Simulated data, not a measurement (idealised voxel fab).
voxel transistor to metal: a process module
Cross-section cut: width 205 nm, square cells of 5 nm.
Just so we're on the same page, the cross-sections are grids of square cells, and they're listed out in bands top to bottom, each band one or more rows deep.
This entry defines a band. It first specifies the height of the band's top and the height of its bottom in nm, and then specifies the band's materials from left to right, stating each material with its width in nm. The word "all across" identifies a single material that fills the band from edge to edge, while the word "blank" identifies empty space.
Heights are reckoned from 0. Under this level, the received wafer is all of one material. The bottommost band is open-ended downward, for example "0 down".
You'd read "30->40" like this: the band's top row of cells is as wide as the first number, its bottom row is as wide as the second, and going down, every row changes width by the same amount as the row before did.
"no alteration" (step): cross-section cells unchanged, all of them.
What "Completely enclosed voids" gives you is every empty space of 8 cells or more that is cut off from the top. Each appears as width x height at distance, with the distance taken from the left edge and width, height and distance all in nm.
Note: text after step settings on the step line = simulator remark on that step.
overlay nm: how far to the right of its planned place the mask lay on this masked step (negative: to the left).

Process steps (planned):
1. RECEIVE [material Si]
2. CONFORMAL_DEP [material SiO2] [thk nm 5]
3. CONFORMAL_DEP [material SiN] [thk nm 10]
4. DIRECTIONAL_DEP [material aC] [thk nm 15]
5. PATTERN [tone cover] [mask id ACTIVE] [material resist] [width nm 110] [thk nm 35] [overlay nm 0]
6. DIRECTIONAL_ETCH [etch materials aC] [depth nm 15]
7. STRIP [etch materials resist]
8. DIRECTIONAL_ETCH [etch materials SiN] [depth nm 10]
9. DIRECTIONAL_ETCH [etch materials SiO2] [depth nm 5]
10. DIRECTIONAL_ETCH [etch materials Si] [depth nm 35]
11. STRIP [etch materials aC]
12. OXIDIZE [depth nm 5]
13. FILL_DEP [material SiO2] [thk nm 10]
14. CMP [height nm 15]
15. SELECTIVE_ETCH [etch materials SiO2] [depth nm 10]
16. STRIP [etch materials SiN]
17. SELECTIVE_ETCH [etch materials SiO2] [depth nm 5]
18. OXIDIZE [depth nm 5]
19. DIRECTIONAL_DEP [material polySi] [thk nm 25]
20. DIRECTIONAL_DEP [material SiCN] [thk nm 10]
21. DIRECTIONAL_DEP [material aC] [thk nm 10]
22. PATTERN [tone cover] [mask id GATE] [material resist] [width nm 20] [thk nm 25] [overlay nm 0]
23. DIRECTIONAL_ETCH [etch materials aC] [depth nm 10]
24. STRIP [etch materials resist]
25. DIRECTIONAL_ETCH [etch materials SiCN] [depth nm 20]
26. DIRECTIONAL_ETCH [etch materials polySi] [depth nm 35]
27. STRIP [etch materials aC]
28. CONFORMAL_DEP [material SiO2] [thk nm 5]
29. DIRECTIONAL_ETCH [etch materials SiO2] [depth nm 5]
30. CONFORMAL_DEP [material SiN] [thk nm 10]
31. DIRECTIONAL_ETCH [etch materials SiN] [depth nm 10]
32. DIRECTIONAL_ETCH [etch materials SiO2] [depth nm 5]
33. EPI [material pSi] [thk nm 5]
34. FILL_DEP [material SiO2] [thk nm 10]
35. CMP [height nm 35]
36. DIRECTIONAL_DEP [material SiO2] [thk nm 15]
37. MASKED_ETCH [tone open] [mask id CONTACT] [width nm 30] [pitch nm 60] [etch materials SiO2] [depth nm 50] [overlay nm 0]
38. CONFORMAL_DEP [material TiN] [thk nm 5]
39. FILL_DEP [material Ru] [thk nm 5]
40. CMP [height nm 50]
41. CONFORMAL_DEP [material SiCN] [thk nm 5]
42. DIRECTIONAL_DEP [material SiO2] [thk nm 15]
43. MASKED_ETCH [tone open] [mask id METAL_1] [width nm 15] [pitch nm 75] [etch materials SiO2] [depth nm 15] [overlay nm 0]
44. MASKED_ETCH [tone open] [mask id METAL_1] [width nm 15] [pitch nm 75] [etch materials SiCN] [depth nm 5] [overlay nm -15]
45. CONFORMAL_DEP [material TiN] [thk nm 5]
46. FILL_DEP [material Ru] [thk nm 10]
47. CMP [height nm 70]
48. CONFORMAL_DEP [material SiCN] [thk nm 5]
49. DIRECTIONAL_DEP [material SiO2] [thk nm 30]
50. PATTERN [tone open] [mask id METAL_2] [material resist] [width nm 15] [pitch nm 75] [thk nm 15] [overlay nm 0]
51. DIRECTIONAL_ETCH [etch materials SiO2] [depth nm 20]
52. STRIP [etch materials resist]
53. MASKED_ETCH [tone open] [mask id METAL_2_HOLES] [width nm 15] [pitch nm 75] [etch materials SiO2] [depth nm 10] [overlay nm 0]
54. MASKED_ETCH [tone open] [mask id METAL_2_HOLES] [width nm 15] [pitch nm 75] [etch materials SiCN] [depth nm 5] [overlay nm 0]
55. CONFORMAL_DEP [material TiN] [thk nm 5]
56. FILL_DEP [material Ru] [thk nm 10]
57. CMP [height nm 105]
58. CONFORMAL_DEP [material SiCN] [thk nm 5]
Wafers differ in overlay nm at step 44; plan lists the first wafer's value; identical starting state.

So this is the first of several wafers, cross-sectioned as it came to us, meaning it's at the end of step 1:
* 0 down  Si all across
* Completely enclosed voids: none

Below, a row for every wafer. Read it as the end-of-module picture: for each material the wafer shows its cells gained (+) or lost (-) since it was received, and then its closed voids:
overlay nm -15, +60 Ru, -188 Si, +125 SiCN, +28 SiN, +753 SiO2, +92 TiN, +12 pSi, +20 polySi, Completely enclosed voids: none
overlay nm -10, +60 Ru, -188 Si, +123 SiCN, +28 SiN, +753 SiO2, +94 TiN, +12 pSi, +20 polySi, Completely enclosed voids: none
overlay nm -5, +60 Ru, -188 Si, +121 SiCN, +28 SiN, +753 SiO2, +96 TiN, +12 pSi, +20 polySi, Completely enclosed voids: none
overlay nm 0, +62 Ru, -188 Si, +119 SiCN, +28 SiN, +753 SiO2, +96 TiN, +12 pSi, +20 polySi, Completely enclosed voids: none
overlay nm 5, +60 Ru, -188 Si, +121 SiCN, +28 SiN, +753 SiO2, +96 TiN, +12 pSi, +20 polySi, Completely enclosed voids: none
overlay nm 10, +60 Ru, -188 Si, +123 SiCN, +28 SiN, +753 SiO2, +94 TiN, +12 pSi, +20 polySi, Completely enclosed voids: none
overlay nm 15, +60 Ru, -188 Si, +125 SiCN, +28 SiN, +753 SiO2, +92 TiN, +12 pSi, +20 polySi, Completely enclosed voids: none
